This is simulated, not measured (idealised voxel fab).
Process module under the name voxel capacitor over wiring
The cross-section shown here is cut; it is 235 nm wide and divided into square cells measuring 5 nm on a side.
Bands, listed from the top down, are how a cross-section gets written in this document; the cross-section itself is a grid of square cells, and a band is one or more rows of them. Per band: top height and bottom height in nm, followed by the left-to-right materials and their widths in nm; "full width" marks a single material spanning edge to edge, "blank" marks empty space. Counting heights begins at 0, where everything beneath is, in the wafer as received, one material. The lowest band has no bottom; it goes on downwards, as "z 0 and below" shows. The two numbers in a width such as "30..40" mark its ends across the band: the first belongs to the top row of cells, the second to the bottom row, and from each row to the next the width moves by the same amount. "nothing was modified" for a step: no cell of the cross-section changed in that step. Each empty space that has no open way to the top and spans at least 8 cells appears under "Voids lacking openings" as width x height at distance, the distance counted from the left edge, all in nm. Post-settings text on a step line: simulator's own remark regarding the step. overlay nm: step with mask; distance mask lay right of planned place; negative value = left of planned place.
-- Steps in the process plan
- 1: RECEIVE (material Si)
- 2: CONFORMAL_DEP (material SiO2; thk nm 10)
- 3: DIRECTIONAL_DEP (material TiN; thk nm 5)
- 4: DIRECTIONAL_DEP (material Ru; thk nm 25)
- 5: MASKED_ETCH (tone cover; mask id METAL_1; width nm 30; pitch nm 95; etch materials Ru; depth nm 25; overlay nm 0)
- 6: MASKED_ETCH (tone cover; mask id METAL_1; width nm 30; pitch nm 95; etch materials TiN; depth nm 5; overlay nm 0)
- 7: CONFORMAL_DEP (material SiCN; thk nm 5)
- 8: FILL_DEP (material SiO2; thk nm 5)
- 9: CMP (height nm 40)
- 10: CONFORMAL_DEP (material SiCN; thk nm 5)
- 11: DIRECTIONAL_DEP (material SiO2; thk nm 20)
- 12: PATTERN (tone open; mask id PLUG_1; material resist; width nm 15; thk nm 20; overlay nm 0)
- 13: DIRECTIONAL_ETCH (etch materials SiO2; depth nm 20)
- 14: DIRECTIONAL_ETCH (etch materials SiCN; depth nm 5)
- 15: STRIP (etch materials resist)
- 16: CONFORMAL_DEP (material TiN; thk nm 5)
- 17: FILL_DEP (material W; thk nm 10)
- 18: CMP (height nm 65)
- 19: DIRECTIONAL_DEP (material TiN; thk nm 10)
- 20: DIRECTIONAL_DEP (material Al2O3; thk nm 5)
- 21: DIRECTIONAL_DEP (material TiN; thk nm 10)
- 22: MASKED_ETCH (tone cover; mask id UPPER_PLATE; width nm 70; etch materials TiN; depth nm 10; overlay nm 0)
- 23: MASKED_ETCH (tone cover; mask id UPPER_PLATE; width nm 70; etch materials Al2O3; depth nm 5; overlay nm 0)
- 24: MASKED_ETCH (tone cover; mask id LOWER_PLATE; width nm 80; etch materials TiN; depth nm 10; overlay nm 0)
- 25: FILL_DEP (material SiO2; thk nm 20)
- 26: CMP (height nm 105)
- 27: DIRECTIONAL_DEP (material aC; thk nm 10)
- 28: PATTERN (tone open; mask id PLUG_2; material resist; width nm 15; thk nm 30; overlay nm 0)
- 29: DIRECTIONAL_ETCH (etch materials aC; depth nm 10)
- 30: STRIP (etch materials resist)
- 31: DIRECTIONAL_ETCH (etch materials SiO2; depth nm 15)
- 32: STRIP (etch materials aC)
- 33: CONFORMAL_DEP (material TiN; thk nm 5)
- 34: FILL_DEP (material Ru; thk nm 5)
- 35: CMP (height nm 105)
- 36: CONFORMAL_DEP (material SiCN; thk nm 5)
-- First of two wafers, processed according to plan
-- Incoming wafer in cross-section (state: after step 1)
    z 0 and below  Si full width
    Voids lacking openings: none
-- After step 2: wafer cross-section
    z 10 to 0  SiO2 full width
    Rest of section, below 0: as before.
-- After step 3: wafer cross-section
    z 15 to 10  TiN full width
    Rest of section, below 10: as before.
-- After step 4: wafer cross-section
    z 40 to 15  Ru full width
    Rest of section, below 15: as before.
-- After step 5: wafer cross-section
    z 40 to 15  blank 55, then Ru 30, then blank 65, then Ru 30, then blank 55
    Rest of section, below 15: as before.
-- After step 6: wafer cross-section
    z 40 to 15  blank 55, then Ru 30, then blank 65, then Ru 30, then blank 55
    z 15 to 10  blank 55, then TiN 30, then blank 65, then TiN 30, then blank 55
    Rest of section, below 10: as before.
-- After step 7: wafer cross-section
    z 45 to 40  blank 50, then SiCN 40, then blank 55, then SiCN 40, then blank 50
    z 40 to 15  blank 50, then SiCN 5, then Ru 30, then SiCN 5, then blank 55, then SiCN 5, then Ru 30, then SiCN 5, then blank 50
    z 15 to 10  SiCN 55, then TiN 30, then SiCN 65, then TiN 30, then SiCN 55
    Rest of section, below 10: as before.
-- After step 8: wafer cross-section
    z 50 to 45  SiO2 full width
    z 45 to 40  SiO2 50, then SiCN 40, then SiO2 55, then SiCN 40, then SiO2 50
    z 40 to 15  SiO2 50, then SiCN 5, then Ru 30, then SiCN 5, then SiO2 55, then SiCN 5, then Ru 30, then SiCN 5, then SiO2 50
    Rest of section, below 15: as before.
-- After step 9: wafer cross-section
    z 40 to 15  SiO2 50, then SiCN 5, then Ru 30, then SiCN 5, then SiO2 55, then SiCN 5, then Ru 30, then SiCN 5, then SiO2 50
    Rest of section, below 15: as before.
-- After step 10: wafer cross-section
    z 45 to 40  SiCN full width
    Rest of section, below 40: as before.
-- After step 11: wafer cross-section
    z 65 to 45  SiO2 full width
    Rest of section, below 45: as before.
-- After step 12: wafer cross-section
    z 85 to 65  resist 70, then blank 15, then resist 150
    Rest of section, below 65: as before.
-- After step 13: wafer cross-section
    z 85 to 65  resist 70, then blank 15, then resist 150
    z 65 to 45  SiO2 70, then blank 15, then SiO2 150
    Rest of section, below 45: as before.
-- After step 14: wafer cross-section
    z 85 to 65  resist 70, then blank 15, then resist 150
    z 65 to 45  SiO2 70, then blank 15, then SiO2 150
    z 45 to 40  SiCN 70, then blank 15, then SiCN 150
    Rest of section, below 40: as before.
-- After step 15: wafer cross-section
    z 65 to 45  SiO2 70, then blank 15, then SiO2 150
    Rest of section, below 45: as before.
-- After step 16: wafer cross-section
    z 70 to 65  TiN 75, then blank 5, then TiN 155
    z 65 to 45  SiO2 70, then TiN 5, then blank 5, then TiN 5, then SiO2 150
    z 45 to 40  SiCN 70, then TiN 15, then SiCN 150
    Rest of section, below 40: as before.
-- After step 17: wafer cross-section
    z 80 to 70  W full width
    z 70 to 65  TiN 75, then W 5, then TiN 155
    z 65 to 45  SiO2 70, then TiN 5, then W 5, then TiN 5, then SiO2 150
    Rest of section, below 45: as before.
-- After step 18: wafer cross-section
    z 65 to 45  SiO2 70, then TiN 5, then W 5, then TiN 5, then SiO2 150
    Rest of section, below 45: as before.
-- After step 19: wafer cross-section
    z 75 to 65  TiN full width
    Rest of section, below 65: as before.
-- After step 20: wafer cross-section
    z 80 to 75  Al2O3 full width
    Rest of section, below 75: as before.
-- After step 21: wafer cross-section
    z 90 to 80  TiN full width
    Rest of section, below 80: as before.
-- After step 22: wafer cross-section
    z 90 to 80  blank 70, then TiN 70, then blank 95
    Rest of section, below 80: as before.
-- After step 23: wafer cross-section
    z 90 to 80  blank 70, then TiN 70, then blank 95
    z 80 to 75  blank 70, then Al2O3 70, then blank 95
    Rest of section, below 75: as before.
-- After step 24: wafer cross-section
    z 90 to 80  blank 70, then TiN 70, then blank 95
    z 80 to 75  blank 70, then Al2O3 70, then blank 95
    z 75 to 65  blank 65, then TiN 80, then blank 90
    Rest of section, below 65: as before.
-- After step 25: wafer cross-section
    z 110 to 90  SiO2 full width
    z 90 to 80  SiO2 70, then TiN 70, then SiO2 95
    z 80 to 75  SiO2 70, then Al2O3 70, then SiO2 95
    z 75 to 65  SiO2 65, then TiN 80, then SiO2 90
    Rest of section, below 65: as before.
-- After step 26: wafer cross-section
    z 105 to 90  SiO2 full width
    Rest of section, below 90: as before.
-- After step 27: wafer cross-section
    z 115 to 105  aC full width
    Rest of section, below 105: as before.
-- After step 28: wafer cross-section
    z 145 to 115  resist 80, then blank 15, then resist 140
    Rest of section, below 115: as before.
-- After step 29: wafer cross-section
    z 135 to 115  resist 80, then blank 15, then resist 140
    z 115 to 105  aC 80, then blank 15, then aC 140
    Rest of section, below 105: as before.
-- After step 30: wafer cross-section
    z 115 to 105  aC 80, then blank 15, then aC 140
    Rest of section, below 105: as before.
-- After step 31: wafer cross-section
    z 115 to 105  aC 80, then blank 15, then aC 140
    z 105 to 90  SiO2 80, then blank 15, then SiO2 140
    Rest of section, below 90: as before.
-- After step 32: wafer cross-section
    z 105 to 90  SiO2 80, then blank 15, then SiO2 140
    Rest of section, below 90: as before.
-- After step 33: wafer cross-section
    z 110 to 105  TiN 85, then blank 5, then TiN 145
    z 105 to 95  SiO2 80, then TiN 5, then blank 5, then TiN 5, then SiO2 140
    z 95 to 90  SiO2 80, then TiN 15, then SiO2 140
    Rest of section, below 90: as before.
-- After step 34: wafer cross-section
    z 115 to 110  Ru full width
    z 110 to 105  TiN 85, then Ru 5, then TiN 145
    z 105 to 95  SiO2 80, then TiN 5, then Ru 5, then TiN 5, then SiO2 140
    Rest of section, below 95: as before.
-- After step 35: wafer cross-section
    z 105 to 95  SiO2 80, then TiN 5, then Ru 5, then TiN 5, then SiO2 140
    Rest of section, below 95: as before.
-- After step 36: wafer cross-section
    z 110 to 105  SiCN full width
    Rest of section, below 105: as before.
-- The second wafer began exactly as the first did and followed the same plan, but one mistake was made while running it; through step 2 inclusive, the two wafers are identical
-- Planned end of step 3: second wafer, cross-section
    z 35 to 10  Ru full width
    Rest of section, below 10: as before.
-- Planned end of step 4: second wafer, cross-section
    z 40 to 35  TiN full width
    Rest of section, below 35: as before.
Planned end of step 5: second wafer, cross-section: nothing was modified
-- Planned end of step 6: second wafer, cross-section
    z 40 to 35  blank 55, then TiN 30, then blank 65, then TiN 30, then blank 55
    Rest of section, below 35: as before.
-- Planned end of step 7: second wafer, cross-section
    z 45 to 40  blank 50, then SiCN 40, then blank 55, then SiCN 40, then blank 50
    z 40 to 35  SiCN 55, then TiN 30, then SiCN 65, then TiN 30, then SiCN 55
    Rest of section, below 35: as before.
-- Planned end of step 8: second wafer, cross-section
    z 50 to 45  SiO2 full width
    z 45 to 40  SiO2 50, then SiCN 40, then SiO2 55, then SiCN 40, then SiO2 50
    Rest of section, below 40: as before.
-- Planned end of step 9: second wafer, cross-section
    z 40 to 35  SiCN 55, then TiN 30, then SiCN 65, then TiN 30, then SiCN 55
    Rest of section, below 35: as before.
-- Planned end of step 10: second wafer, cross-section
    z 45 to 40  SiCN full width
    Rest of section, below 40: as before.
-- Planned end of step 11: second wafer, cross-section
    z 65 to 45  SiO2 full width
    Rest of section, below 45: as before.
-- Planned end of step 12: second wafer, cross-section
    z 85 to 65  resist 70, then blank 15, then resist 150
    Rest of section, below 65: as before.
-- Planned end of step 13: second wafer, cross-section
    z 85 to 65  resist 70, then blank 15, then resist 150
    z 65 to 45  SiO2 70, then blank 15, then SiO2 150
    Rest of section, below 45: as before.
-- Planned end of step 14: second wafer, cross-section
    z 85 to 65  resist 70, then blank 15, then resist 150
    z 65 to 45  SiO2 70, then blank 15, then SiO2 150
    z 45 to 40  SiCN 70, then blank 15, then SiCN 150
    Rest of section, below 40: as before.
-- Planned end of step 15: second wafer, cross-section
    z 65 to 45  SiO2 70, then blank 15, then SiO2 150
    Rest of section, below 45: as before.
-- Planned end of step 16: second wafer, cross-section
    z 70 to 65  TiN 75, then blank 5, then TiN 155
    z 65 to 45  SiO2 70, then TiN 5, then blank 5, then TiN 5, then SiO2 150
    z 45 to 40  SiCN 70, then TiN 15, then SiCN 150
    Rest of section, below 40: as before.
-- Planned end of step 17: second wafer, cross-section
    z 80 to 70  W full width
    z 70 to 65  TiN 75, then W 5, then TiN 155
    z 65 to 45  SiO2 70, then TiN 5, then W 5, then TiN 5, then SiO2 150
    Rest of section, below 45: as before.
-- Planned end of step 18: second wafer, cross-section
    z 65 to 45  SiO2 70, then TiN 5, then W 5, then TiN 5, then SiO2 150
    Rest of section, below 45: as before.
-- Planned end of step 19: second wafer, cross-section
    z 75 to 65  TiN full width
    Rest of section, below 65: as before.
-- Planned end of step 20: second wafer, cross-section
    z 80 to 75  Al2O3 full width
    Rest of section, below 75: as before.
-- Planned end of step 21: second wafer, cross-section
    z 90 to 80  TiN full width
    Rest of section, below 80: as before.
-- Planned end of step 22: second wafer, cross-section
    z 90 to 80  blank 70, then TiN 70, then blank 95
    Rest of section, below 80: as before.
-- Planned end of step 23: second wafer, cross-section
    z 90 to 80  blank 70, then TiN 70, then blank 95
    z 80 to 75  blank 70, then Al2O3 70, then blank 95
    Rest of section, below 75: as before.
-- Planned end of step 24: second wafer, cross-section
    z 90 to 80  blank 70, then TiN 70, then blank 95
    z 80 to 75  blank 70, then Al2O3 70, then blank 95
    z 75 to 65  blank 65, then TiN 80, then blank 90
    Rest of section, below 65: as before.
-- Planned end of step 25: second wafer, cross-section
    z 110 to 90  SiO2 full width
    z 90 to 80  SiO2 70, then TiN 70, then SiO2 95
    z 80 to 75  SiO2 70, then Al2O3 70, then SiO2 95
    z 75 to 65  SiO2 65, then TiN 80, then SiO2 90
    Rest of section, below 65: as before.
-- Planned end of step 26: second wafer, cross-section
    z 105 to 90  SiO2 full width
    Rest of section, below 90: as before.
-- Planned end of step 27: second wafer, cross-section
    z 115 to 105  aC full width
    Rest of section, below 105: as before.
-- Planned end of step 28: second wafer, cross-section
    z 145 to 115  resist 80, then blank 15, then resist 140
    Rest of section, below 115: as before.
-- Planned end of step 29: second wafer, cross-section
    z 135 to 115  resist 80, then blank 15, then resist 140
    z 115 to 105  aC 80, then blank 15, then aC 140
    Rest of section, below 105: as before.
-- Planned end of step 30: second wafer, cross-section
    z 115 to 105  aC 80, then blank 15, then aC 140
    Rest of section, below 105: as before.
-- Planned end of step 31: second wafer, cross-section
    z 115 to 105  aC 80, then blank 15, then aC 140
    z 105 to 90  SiO2 80, then blank 15, then SiO2 140
    Rest of section, below 90: as before.
-- Planned end of step 32: second wafer, cross-section
    z 105 to 90  SiO2 80, then blank 15, then SiO2 140
    Rest of section, below 90: as before.
-- Planned end of step 33: second wafer, cross-section
    z 110 to 105  TiN 85, then blank 5, then TiN 145
    z 105 to 95  SiO2 80, then TiN 5, then blank 5, then TiN 5, then SiO2 140
    z 95 to 90  SiO2 80, then TiN 15, then SiO2 140
    Rest of section, below 90: as before.
-- Planned end of step 34: second wafer, cross-section
    z 115 to 110  Ru full width
    z 110 to 105  TiN 85, then Ru 5, then TiN 145
    z 105 to 95  SiO2 80, then TiN 5, then Ru 5, then TiN 5, then SiO2 140
    Rest of section, below 95: as before.
-- Planned end of step 35: second wafer, cross-section
    z 105 to 95  SiO2 80, then TiN 5, then Ru 5, then TiN 5, then SiO2 140
    Rest of section, below 95: as before.
-- Planned end of step 36: second wafer, cross-section
    z 110 to 105  SiCN full width
    Rest of section, below 105: as before.
Processing error: steps 3 and 4 of the plan were run in the wrong order, each in the other's place
The closing comparison, in cells, has the second wafer with more or fewer of some materials than the first: +175 Ru | -20 SiCN | -155 SiO2
